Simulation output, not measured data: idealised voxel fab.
Process module under the name voxel capacitor over wiring
The cross-section on display is named cut; it measures 180 nm wide, and its cells are 5 nm squares.
A cross-section in this document is a grid of square cells, and it is written down as bands, the top band listed before the ones below it; a band is made up of one or more rows of cells. First you get the band's top height and its bottom height, in nm, and then the materials it's made of, left to right, with each width in nm. If you see a single material with "all across", that one covers the band edge to edge. "blank" is empty space. Counting heights begins at 0, where everything beneath is, in the wafer as received, one material. The lowest band has no bottom; it goes on downwards, as "0 nm and below" shows. Note: "30 to 40" means the width goes from the first number (top row of the band) to the second number (bottom row) in equal steps per row of cells. Key: "remained the same" - step with no changed cell in the cross-section. Empty spaces without an open route to the top, at least 8 cells in extent, make up the entry "Sealed void list"; each is given as width x height at distance, where the distance is measured from the left edge, and all are in nm. What comes after the settings on a step's line is commentary from the simulator itself on that step. If you see "overlay nm" on a step's line and that step has a mask, it's telling you how far right of where it was planned the mask ended up; a negative number means it went left instead.

Process steps (planned):
| 1 | RECEIVE,material Si |
| 2 | CONFORMAL_DEP,material SiO2,thk nm 15 |
| 3 | CONFORMAL_DEP,material SiCN,thk nm 5 |
| 4 | DIRECTIONAL_DEP,material SiO2,thk nm 25 |
| 5 | MASKED_ETCH,tone open,mask id METAL_1,width nm 25,pitch nm 75,etch materials SiO2,depth nm 25,overlay nm 0 |
| 6 | MASKED_ETCH,tone open,mask id METAL_1,width nm 25,pitch nm 75,etch materials SiCN,depth nm 5,overlay nm 0 |
| 7 | CONFORMAL_DEP,material TiN,thk nm 5 |
| 8 | FILL_DEP,material W,thk nm 10 |
| 9 | CMP,height nm 45 |
| 10 | CONFORMAL_DEP,material SiCN,thk nm 5 |
| 11 | DIRECTIONAL_DEP,material SiO2,thk nm 20 |
| 12 | MASKED_ETCH,tone open,mask id PLUG_1,width nm 15,etch materials SiO2,depth nm 20,overlay nm 0 |
| 13 | MASKED_ETCH,tone open,mask id PLUG_1,width nm 15,etch materials SiCN,depth nm 5,overlay nm 0 |
| 14 | EPI,material Ru,thk nm 10 |
| 15 | EPI,material Ru,thk nm 10 |
| 16 | EPI,material Ru,thk nm 5 |
| 17 | DIRECTIONAL_DEP,material TiN,thk nm 10 |
| 18 | DIRECTIONAL_DEP,material SiN,thk nm 5 |
| 19 | DIRECTIONAL_DEP,material TiN,thk nm 10 |
| 20 | MASKED_ETCH,tone cover,mask id UPPER_PLATE,width nm 55,etch materials TiN,depth nm 10,overlay nm -15 |
| 21 | MASKED_ETCH,tone cover,mask id UPPER_PLATE,width nm 55,etch materials SiN,depth nm 5,overlay nm 0 |
| 22 | PATTERN,tone cover,mask id LOWER_PLATE,material resist,width nm 65,thk nm 20,overlay nm 0 |
| 23 | DIRECTIONAL_ETCH,etch materials TiN,depth nm 10 |
| 24 | STRIP,etch materials resist |
| 25 | FILL_DEP,material SiO2,thk nm 15 |
| 26 | CMP,height nm 105 |
| 27 | MASKED_ETCH,tone open,mask id PLUG_2,width nm 15,etch materials SiO2,depth nm 10,overlay nm 0 |
| 28 | CONFORMAL_DEP,material TiN,thk nm 5 |
| 29 | FILL_DEP,material Cu,thk nm 10 |
| 30 | CMP,height nm 105 |
| 31 | CONFORMAL_DEP,material SiN,thk nm 5 |
Wafers differ in overlay nm at step 20; plan lists the first wafer's value; identical starting state.

Cut through the first of several wafers as received, post step 1:
    0 nm and below  Si all across
    Sealed void list: none

The following table contains a row per wafer, in which are reported, at the conclusion of the module, the cells of each material gained (+) or lost (-) since the wafer's receipt, with its closed voids given thereafter:
overlay nm -15 | +1 Cu | +15 Ru | +59 SiCN | +50 SiN | +554 SiO2 | +83 TiN | +30 W | Sealed void list: none
overlay nm -10 | +1 Cu | +15 Ru | +59 SiCN | +49 SiN | +555 SiO2 | +83 TiN | +30 W | Sealed void list: none
overlay nm -5 | +1 Cu | +15 Ru | +59 SiCN | +48 SiN | +556 SiO2 | +83 TiN | +30 W | Sealed void list: none
overlay nm 0 | +1 Cu | +15 Ru | +59 SiCN | +47 SiN | +557 SiO2 | +83 TiN | +30 W | Sealed void list: none
overlay nm 5 | +1 Cu | +15 Ru | +59 SiCN | +48 SiN | +556 SiO2 | +83 TiN | +30 W | Sealed void list: none
overlay nm 10 | +1 Cu | +15 Ru | +59 SiCN | +49 SiN | +555 SiO2 | +83 TiN | +30 W | Sealed void list: none
overlay nm 15 | +1 Cu | +15 Ru | +59 SiCN | +50 SiN | +554 SiO2 | +83 TiN | +30 W | Sealed void list: none
